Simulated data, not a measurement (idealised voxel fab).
The following process module bears the name voxel ribs on slabs.
cross-section cut | 160 nm wide | cells 5 nm
This document writes a cross-section as a grid whose cells are square, and gives it as bands, listed from the top down; one or more rows of cells form a band.
First you get the band's top height and its bottom height, in nm, and then the materials it's made of, left to right, with each width in nm. If you see a single material with "all across", that one covers the band edge to edge. "air" is empty space.
Heights from 0 (as-received wafer is one material below). Bottom band endless downward, as "0 down".
The width entry "30->40" should be interpreted row by row: the top row of cells in the band takes the first number, the bottom row takes the second number, and the change between adjacent rows is uniform throughout.
What does "same as before" mean for a step? It means no cell of the cross-section changed in that step.
Closed empty spaces (no open way to the top) of 8 cells or more are what "Closed void roster" lists, each as width x height at distance from the left edge, nm for all three.
On each step's line, the part that comes after the settings is the simulator's own comment on the step.
A step's line can hold "overlay nm"; with a mask on that step, the setting says how far right of the planned place the mask lay, while a negative setting says it lay to the left.
[Process steps (planned)]
1,op RECEIVE | material Si
2,op DIRECTIONAL_DEP | material SiO2 | thk nm 25
3,op DIRECTIONAL_DEP | material polySi | thk nm 20
4,op MASKED_ETCH | tone cover | mask id RIB | width nm 20 | etch materials polySi | depth nm 5 | overlay nm 0
5,op DIRECTIONAL_DEP | material aC | thk nm 10
6,op PATTERN | tone cover | mask id SLAB | material resist | width nm 50 | thk nm 25 | overlay nm 0
7,op DIRECTIONAL_ETCH | etch materials aC | depth nm 10
8,op STRIP | etch materials resist
9,op DIRECTIONAL_ETCH | etch materials polySi | depth nm 15
10,op STRIP | etch materials aC
11,op FILL_DEP | material SiO2 | thk nm 25
12,op CMP | height nm 60
13,op DIRECTIONAL_DEP | material TiN | thk nm 5
14,op DIRECTIONAL_DEP | material aC | thk nm 15
15,op PATTERN | tone cover | mask id HEATER | material resist | width nm 30 | thk nm 30 | overlay nm 0
16,op DIRECTIONAL_ETCH | etch materials aC | depth nm 15
17,op STRIP | etch materials resist
18,op DIRECTIONAL_ETCH | etch materials TiN | depth nm 5
19,op STRIP | etch materials aC
20,op CONFORMAL_DEP | material SiN | thk nm 10
[The first wafer of two, processed as planned]
[Cross-section of the wafer at receipt, which is the condition after step 1]
> 0 down = Si all across
> Closed void roster: none
[Once step 2 is through, the wafer looks like this in cross-section]
> 25 to 0 = SiO2 all across
> Below 0, the layers are the same as they were.
[Once step 3 is through, the wafer looks like this in cross-section]
> 45 to 25 = polySi all across
> Below 25, the layers are the same as they were.
[Once step 4 is through, the wafer looks like this in cross-section]
> 45 to 40 = air: 70, then polySi: 20, then air: 70
> Below 40, the layers are the same as they were.
[Once step 5 is through, the wafer looks like this in cross-section]
> 55 to 50 = air: 70, then aC: 20, then air: 70
> 50 to 45 = aC all across
> 45 to 40 = aC: 70, then polySi: 20, then aC: 70
> Below 40, the layers are the same as they were.
[Once step 6 is through, the wafer looks like this in cross-section]
> 80 to 55 = air: 55, then resist: 50, then air: 55
> 55 to 50 = air: 55, then resist: 15, then aC: 20, then resist: 15, then air: 55
> Below 50, the layers are the same as they were.
[Once step 7 is through, the wafer looks like this in cross-section]
> 70 to 55 = air: 55, then resist: 50, then air: 55
> 55 to 50 = air: 55, then resist: 15, then aC: 20, then resist: 15, then air: 55
> 50 to 45 = air: 55, then aC: 50, then air: 55
> 45 to 40 = air: 55, then aC: 15, then polySi: 20, then aC: 15, then air: 55
> Below 40, the layers are the same as they were.
[Once step 8 is through, the wafer looks like this in cross-section]
> 55 to 45 = air: 70->55, then aC: 20->50, then air: 70->55
> Below 45, the layers are the same as they were.
[Once step 9 is through, the wafer looks like this in cross-section]
> 55 to 45 = air: 70->55, then aC: 20->50, then air: 70->55
> 45 to 40 = air: 55, then aC: 15, then polySi: 20, then aC: 15, then air: 55
> 40 to 25 = air: 55, then polySi: 50, then air: 55
> Below 25, the layers are the same as they were.
[Once step 10 is through, the wafer looks like this in cross-section]
> 45 to 40 = air: 70, then polySi: 20, then air: 70
> Below 40, the layers are the same as they were.
[Once step 11 is through, the wafer looks like this in cross-section]
> 70 to 45 = SiO2 all across
> 45 to 40 = SiO2: 70, then polySi: 20, then SiO2: 70
> 40 to 25 = SiO2: 55, then polySi: 50, then SiO2: 55
> Below 25, the layers are the same as they were.
[Once step 12 is through, the wafer looks like this in cross-section]
> 60 to 45 = SiO2 all across
> Below 45, the layers are the same as they were.
[Once step 13 is through, the wafer looks like this in cross-section]
> 65 to 60 = TiN all across
> Below 60, the layers are the same as they were.
[Once step 14 is through, the wafer looks like this in cross-section]
> 80 to 65 = aC all across
> Below 65, the layers are the same as they were.
[Once step 15 is through, the wafer looks like this in cross-section]
> 110 to 80 = air: 65, then resist: 30, then air: 65
> Below 80, the layers are the same as they were.
[Once step 16 is through, the wafer looks like this in cross-section]
> 95 to 80 = air: 65, then resist: 30, then air: 65
> 80 to 65 = air: 65, then aC: 30, then air: 65
> Below 65, the layers are the same as they were.
[Once step 17 is through, the wafer looks like this in cross-section]
> 80 to 65 = air: 65, then aC: 30, then air: 65
> Below 65, the layers are the same as they were.
[Once step 18 is through, the wafer looks like this in cross-section]
> 80 to 65 = air: 65, then aC: 30, then air: 65
> 65 to 60 = air: 65, then TiN: 30, then air: 65
> Below 60, the layers are the same as they were.
[Once step 19 is through, the wafer looks like this in cross-section]
> 65 to 60 = air: 65, then TiN: 30, then air: 65
> Below 60, the layers are the same as they were.
[Once step 20 is through, the wafer looks like this in cross-section]
> 75 to 70 = air: 55, then SiN: 50, then air: 55
> 70 to 65 = SiN all across
> 65 to 60 = SiN: 65, then TiN: 30, then SiN: 65
> Below 60, the layers are the same as they were.
[It is to be noted that the second wafer proceeded from the same initial state and according to the same plan as the first, although one mistake was committed in its execution; through step 1, inclusive, the two wafers share an identical history]
[when step 2 should have ended]
> 50 to 0 = SiO2 all across
> Below 0, the layers are the same as they were.
[when step 3 should have ended]
> 70 to 50 = polySi all across
> Below 50, the layers are the same as they were.
[when step 4 should have ended]
> 70 to 65 = air: 70, then polySi: 20, then air: 70
> Below 65, the layers are the same as they were.
[when step 5 should have ended]
> 80 to 75 = air: 70, then aC: 20, then air: 70
> 75 to 70 = aC all across
> 70 to 65 = aC: 70, then polySi: 20, then aC: 70
> Below 65, the layers are the same as they were.
[when step 6 should have ended]
> 105 to 80 = air: 55, then resist: 50, then air: 55
> 80 to 75 = air: 55, then resist: 15, then aC: 20, then resist: 15, then air: 55
> Below 75, the layers are the same as they were.
[when step 7 should have ended]
> 95 to 80 = air: 55, then resist: 50, then air: 55
> 80 to 75 = air: 55, then resist: 15, then aC: 20, then resist: 15, then air: 55
> 75 to 70 = air: 55, then aC: 50, then air: 55
> 70 to 65 = air: 55, then aC: 15, then polySi: 20, then aC: 15, then air: 55
> Below 65, the layers are the same as they were.
[when step 8 should have ended]
> 80 to 70 = air: 70->55, then aC: 20->50, then air: 70->55
> Below 70, the layers are the same as they were.
[when step 9 should have ended]
> 80 to 70 = air: 70->55, then aC: 20->50, then air: 70->55
> 70 to 65 = air: 55, then aC: 15, then polySi: 20, then aC: 15, then air: 55
> 65 to 50 = air: 55, then polySi: 50, then air: 55
> Below 50, the layers are the same as they were.
[when step 10 should have ended]
> 70 to 65 = air: 70, then polySi: 20, then air: 70
> Below 65, the layers are the same as they were.
[when step 11 should have ended]
> 95 to 70 = SiO2 all across
> 70 to 65 = SiO2: 70, then polySi: 20, then SiO2: 70
> 65 to 50 = SiO2: 55, then polySi: 50, then SiO2: 55
> Below 50, the layers are the same as they were.
[when step 12 should have ended]
> 60 to 50 = SiO2: 55, then polySi: 50, then SiO2: 55
> Below 50, the layers are the same as they were.
[when step 13 should have ended]
> 65 to 60 = TiN all across
> Below 60, the layers are the same as they were.
[when step 14 should have ended]
> 80 to 65 = aC all across
> Below 65, the layers are the same as they were.
[when step 15 should have ended]
> 110 to 80 = air: 65, then resist: 30, then air: 65
> Below 80, the layers are the same as they were.
[when step 16 should have ended]
> 95 to 80 = air: 65, then resist: 30, then air: 65
> 80 to 65 = air: 65, then aC: 30, then air: 65
> Below 65, the layers are the same as they were.
[when step 17 should have ended]
> 80 to 65 = air: 65, then aC: 30, then air: 65
> Below 65, the layers are the same as they were.
[when step 18 should have ended]
> 80 to 65 = air: 65, then aC: 30, then air: 65
> 65 to 60 = air: 65, then TiN: 30, then air: 65
> Below 60, the layers are the same as they were.
[when step 19 should have ended]
> 65 to 60 = air: 65, then TiN: 30, then air: 65
> Below 60, the layers are the same as they were.
[when step 20 should have ended]
> 75 to 70 = air: 55, then SiN: 50, then air: 55
> 70 to 65 = SiN all across
> 65 to 60 = SiN: 65, then TiN: 30, then SiN: 65
> Below 60, the layers are the same as they were.
Plan not followed: regarding the plan, step 2 was run twice
End check, counted in cells, second wafer has more or fewer of these materials than the first: 14 more of SiO2, 14 fewer of polySi
